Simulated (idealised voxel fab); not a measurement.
Process module heading - voxel self aligned contacts
Cross-section cut: width 220 nm, square cells of 5 nm.
In this document a cross-section is written as a grid of square cells. It is given as a series of bands, listed from the top down, and a band is one or more rows of cells.
The band entry comprises the height of the band's top followed by the height of its bottom, expressed in nm, and subsequently the band's materials from left to right, each stated together with its width in nm. Where a single material is marked with the word "everywhere", that material fills the band from edge to edge. The word "air" represents empty space.
Ref level 0: as-received wafer is one material below here. Bottom band extends down with no lower bound ("0 nm and below").
Width spec "30 to 40" -> top row of cells at first value, bottom row at second value, equal per-row change in between.
Reading "nothing changed" for a step: not a cell of the cross-section changed in it.
Listed in "Sealed voids": every empty space of 8 or more cells without an open way to the top. Form: width x height at distance, the distance being from the left edge, all in nm.
Post-settings text on a step line: simulator's own remark regarding the step.
On any step carrying a mask, the "overlay nm" setting, if present on the step's line, tells how far right of its planned place the mask lay; negative values point to the left.
# Intended process steps
1 RECEIVE with material Si
2 OXIDIZE with depth nm 5
3 DIRECTIONAL_DEP with material polySi, thk nm 25
4 DIRECTIONAL_DEP with material SiN, thk nm 20
5 PATTERN with tone cover, mask id GATE, material resist, width nm 25, pitch nm 55, thk nm 20, overlay nm 0
6 DIRECTIONAL_ETCH with etch materials SiN, depth nm 20
7 DIRECTIONAL_ETCH with etch materials polySi, depth nm 25
8 STRIP with etch materials resist
9 CONFORMAL_DEP with material SiN, thk nm 5
10 DIRECTIONAL_ETCH with etch materials SiN, depth nm 5
11 FILL_DEP with material SiO2, thk nm 15
12 CMP with height nm 50
13 PATTERN with tone open, mask id CONTACT, material resist, width nm 40, thk nm 20, overlay nm 0
14 DIRECTIONAL_ETCH with etch materials SiO2, depth nm 55
15 STRIP with etch materials resist
16 CONFORMAL_DEP with material TiN, thk nm 5
17 FILL_DEP with material Ru, thk nm 10
18 CMP with height nm 50
19 CONFORMAL_DEP with material SiN, thk nm 5
# First of two wafers, with the run carried out as planned
# Cross-section, incoming material, after step 1
    0 nm and below  Si everywhere
    Sealed voids: none
# Wafer section view after processing step 2
    0 nm to -5 nm  SiO2 everywhere
    Below -5 it's all the same as before, nothing changed down there.
# Wafer section view after processing step 3
    25 nm to 0 nm  polySi everywhere
    Below 0 it's all the same as before, nothing changed down there.
# Wafer section view after processing step 4
    45 nm to 25 nm  SiN everywhere
    Below 25 it's all the same as before, nothing changed down there.
# Wafer section view after processing step 5
    65 nm to 45 nm  air 70, resist 25, air 30, resist 25, air 70
    Below 45 it's all the same as before, nothing changed down there.
# Wafer section view after processing step 6
    65 nm to 45 nm  air 70, resist 25, air 30, resist 25, air 70
    45 nm to 25 nm  air 70, SiN 25, air 30, SiN 25, air 70
    Below 25 it's all the same as before, nothing changed down there.
# Wafer section view after processing step 7
    65 nm to 45 nm  air 70, resist 25, air 30, resist 25, air 70
    45 nm to 25 nm  air 70, SiN 25, air 30, SiN 25, air 70
    25 nm to 0 nm  air 70, polySi 25, air 30, polySi 25, air 70
    Below 0 it's all the same as before, nothing changed down there.
# Wafer section view after processing step 8
    45 nm to 25 nm  air 70, SiN 25, air 30, SiN 25, air 70
    Below 25 it's all the same as before, nothing changed down there.
# Wafer section view after processing step 9
    50 nm to 25 nm  air 65, SiN 35, air 20, SiN 35, air 65
    25 nm to 5 nm  air 65, SiN 5, polySi 25, SiN 5, air 20, SiN 5, polySi 25, SiN 5, air 65
    5 nm to 0 nm  SiN 70, polySi 25, SiN 30, polySi 25, SiN 70
    Below 0 it's all the same as before, nothing changed down there.
# Wafer section view after processing step 10
    45 nm to 25 nm  air 65, SiN 35, air 20, SiN 35, air 65
    25 nm to 0 nm  air 65, SiN 5, polySi 25, SiN 5, air 20, SiN 5, polySi 25, SiN 5, air 65
    Below 0 it's all the same as before, nothing changed down there.
# Wafer section view after processing step 11
    60 nm to 45 nm  SiO2 everywhere
    45 nm to 25 nm  SiO2 65, SiN 35, SiO2 20, SiN 35, SiO2 65
    25 nm to 0 nm  SiO2 65, SiN 5, polySi 25, SiN 5, SiO2 20, SiN 5, polySi 25, SiN 5, SiO2 65
    Below 0 it's all the same as before, nothing changed down there.
# Wafer section view after processing step 12
    50 nm to 45 nm  SiO2 everywhere
    Below 45 it's all the same as before, nothing changed down there.
# Wafer section view after processing step 13
    70 nm to 50 nm  resist 90, air 40, resist 90
    Below 50 it's all the same as before, nothing changed down there.
# Wafer section view after processing step 14
    70 nm to 50 nm  resist 90, air 40, resist 90
    50 nm to 45 nm  SiO2 90, air 40, SiO2 90
    45 nm to 25 nm  SiO2 65, SiN 35, air 20, SiN 35, SiO2 65
    25 nm to 0 nm  SiO2 65, SiN 5, polySi 25, SiN 5, air 20, SiN 5, polySi 25, SiN 5, SiO2 65
    0 nm to -5 nm  SiO2 100, air 20, SiO2 100
    Below -5 it's all the same as before, nothing changed down there.
# Wafer section view after processing step 15
    50 nm to 45 nm  SiO2 90, air 40, SiO2 90
    Below 45 it's all the same as before, nothing changed down there.
# Wafer section view after processing step 16
    55 nm to 50 nm  TiN 95, air 30, TiN 95
    50 nm to 45 nm  SiO2 90, TiN 15, air 10, TiN 15, SiO2 90
    45 nm to 25 nm  SiO2 65, SiN 35, TiN 5, air 10, TiN 5, SiN 35, SiO2 65
    25 nm to 0 nm  SiO2 65, SiN 5, polySi 25, SiN 5, TiN 5, air 10, TiN 5, SiN 5, polySi 25, SiN 5, SiO2 65
    0 nm to -5 nm  SiO2 100, TiN 20, SiO2 100
    Below -5 it's all the same as before, nothing changed down there.
# Wafer section view after processing step 17
    65 nm to 55 nm  Ru everywhere
    55 nm to 50 nm  TiN 95, Ru 30, TiN 95
    50 nm to 45 nm  SiO2 90, TiN 15, Ru 10, TiN 15, SiO2 90
    45 nm to 25 nm  SiO2 65, SiN 35, TiN 5, Ru 10, TiN 5, SiN 35, SiO2 65
    25 nm to 0 nm  SiO2 65, SiN 5, polySi 25, SiN 5, TiN 5, Ru 10, TiN 5, SiN 5, polySi 25, SiN 5, SiO2 65
    Below 0 it's all the same as before, nothing changed down there.
# Wafer section view after processing step 18
    50 nm to 45 nm  SiO2 90, TiN 15, Ru 10, TiN 15, SiO2 90
    Below 45 it's all the same as before, nothing changed down there.
# Wafer section view after processing step 19
    55 nm to 50 nm  SiN everywhere
    Below 50 it's all the same as before, nothing changed down there.
# Second wafer: same start and same plan as the first, one execution error; identical to the first through step 1
# Second wafer at the planned finish of step 2, seen in cross-section
    25 nm to 0 nm  polySi everywhere
    Below 0 it's all the same as before, nothing changed down there.
# Second wafer at the planned finish of step 3, seen in cross-section
    25 nm to 20 nm  SiO2 everywhere
    Below 20 it's all the same as before, nothing changed down there.
# Second wafer at the planned finish of step 4, seen in cross-section
    45 nm to 25 nm  SiN everywhere
    Below 25 it's all the same as before, nothing changed down there.
# Second wafer at the planned finish of step 5, seen in cross-section
    65 nm to 45 nm  air 70, resist 25, air 30, resist 25, air 70
    Below 45 it's all the same as before, nothing changed down there.
# Second wafer at the planned finish of step 6, seen in cross-section
    65 nm to 45 nm  air 70, resist 25, air 30, resist 25, air 70
    45 nm to 25 nm  air 70, SiN 25, air 30, SiN 25, air 70
    Below 25 it's all the same as before, nothing changed down there.
Second wafer at the planned finish of step 7, seen in cross-section: nothing changed
# Second wafer at the planned finish of step 8, seen in cross-section
    45 nm to 25 nm  air 70, SiN 25, air 30, SiN 25, air 70
    Below 25 it's all the same as before, nothing changed down there.
# Second wafer at the planned finish of step 9, seen in cross-section
    50 nm to 30 nm  air 65, SiN 35, air 20, SiN 35, air 65
    30 nm to 25 nm  SiN everywhere
    Below 25 it's all the same as before, nothing changed down there.
# Second wafer at the planned finish of step 10, seen in cross-section
    45 nm to 25 nm  air 65, SiN 35, air 20, SiN 35, air 65
    Below 25 it's all the same as before, nothing changed down there.
# Second wafer at the planned finish of step 11, seen in cross-section
    60 nm to 45 nm  SiO2 everywhere
    45 nm to 25 nm  SiO2 65, SiN 35, SiO2 20, SiN 35, SiO2 65
    Below 25 it's all the same as before, nothing changed down there.
# Second wafer at the planned finish of step 12, seen in cross-section
    50 nm to 45 nm  SiO2 everywhere
    Below 45 it's all the same as before, nothing changed down there.
# Second wafer at the planned finish of step 13, seen in cross-section
    70 nm to 50 nm  resist 90, air 40, resist 90
    Below 50 it's all the same as before, nothing changed down there.
# Second wafer at the planned finish of step 14, seen in cross-section
    70 nm to 50 nm  resist 90, air 40, resist 90
    50 nm to 45 nm  SiO2 90, air 40, SiO2 90
    45 nm to 25 nm  SiO2 65, SiN 35, air 20, SiN 35, SiO2 65
    25 nm to 20 nm  SiO2 100, air 20, SiO2 100
    Below 20 it's all the same as before, nothing changed down there.
# Second wafer at the planned finish of step 15, seen in cross-section
    50 nm to 45 nm  SiO2 90, air 40, SiO2 90
    Below 45 it's all the same as before, nothing changed down there.
# Second wafer at the planned finish of step 16, seen in cross-section
    55 nm to 50 nm  TiN 95, air 30, TiN 95
    50 nm to 45 nm  SiO2 90, TiN 15, air 10, TiN 15, SiO2 90
    45 nm to 25 nm  SiO2 65, SiN 35, TiN 5, air 10, TiN 5, SiN 35, SiO2 65
    25 nm to 20 nm  SiO2 100, TiN 20, SiO2 100
    Below 20 it's all the same as before, nothing changed down there.
# Second wafer at the planned finish of step 17, seen in cross-section
    65 nm to 55 nm  Ru everywhere
    55 nm to 50 nm  TiN 95, Ru 30, TiN 95
    50 nm to 45 nm  SiO2 90, TiN 15, Ru 10, TiN 15, SiO2 90
    45 nm to 25 nm  SiO2 65, SiN 35, TiN 5, Ru 10, TiN 5, SiN 35, SiO2 65
    Below 25 it's all the same as before, nothing changed down there.
# Second wafer at the planned finish of step 18, seen in cross-section
    50 nm to 45 nm  SiO2 90, TiN 15, Ru 10, TiN 15, SiO2 90
    Below 45 it's all the same as before, nothing changed down there.
# Second wafer at the planned finish of step 19, seen in cross-section
    55 nm to 50 nm  SiN everywhere
    Below 50 it's all the same as before, nothing changed down there.
In executing the process, a mistake was made relative to the plan: steps 2 and 3 of the plan were each performed in the slot designated for the other
Looking at both finished wafers in cells, the second ends up ahead of or behind the first on some materials: -10 Ru, +44 Si, -20 SiN, -130 SiO2, -10 TiN, +126 polySi
